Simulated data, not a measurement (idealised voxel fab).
process module | voxel trench capacitor
cross-section cut | 160 nm wide | cells 5 nm
A cross-section is a grid of square cells, given in bands from the top down. A band is one or more rows of cells.
Each band's line starts with the height of the band's top and of its bottom, in nm. Then come its materials from left to right, each with its width in nm. One material with "throughout" fills the band from edge to edge. "air" is empty space.
Height 0 is the level under which the wafer as received is all one material. The lowest band goes on downwards, as in "0 down".
A width such as "30 to 40" changes by the same amount from each row of cells to the next, from the band's top row to its bottom row.
"no change" after a step means that no cell of the cross-section changed.
closed voids: empty space of 8 cells or more with no open way to the top, each as width x height at its distance from the left edge, in nm
after a step's settings: what the simulator itself notes on the step
overlay nm, on a step with a mask: how far to the right of its planned place the mask lay; to the left if negative
plan
1 op RECEIVE | material Si
2 op CONFORMAL_DEP | material SiN | thk nm 10
3 op MASKED_ETCH | tone open | mask id TRENCH | width nm 20 | pitch nm 45 | etch materials SiN | depth nm 10 | overlay nm 0
4 op MASKED_ETCH | tone open | mask id TRENCH | width nm 30 | pitch nm 45 | etch materials Si | depth nm 40 | overlay nm 0
5 op CONFORMAL_DEP | material Al2O3 | thk nm 5
6 op CONFORMAL_DEP | material TiN | thk nm 5
7 op FILL_DEP | material W | thk nm 5
8 op CMP | height nm 10
varied across the wafers: width nm of step 3. The plan shows the first wafer's value. All wafers start alike
first wafer as received, after step 1
  0 down: Si throughout
  closed voids: none
each wafer at the end: cells of each material gained (+) or lost (-) since it was received, then its closed voids
width nm 20 | +44 Al2O3 | -64 Si | +48 SiN | +36 TiN | closed voids: none
width nm 25 | +46 Al2O3 | -80 Si | +44 SiN | +38 TiN | +16 W | closed voids: none
width nm 30 | +48 Al2O3 | -96 Si | +40 SiN | +40 TiN | +32 W | closed voids: none
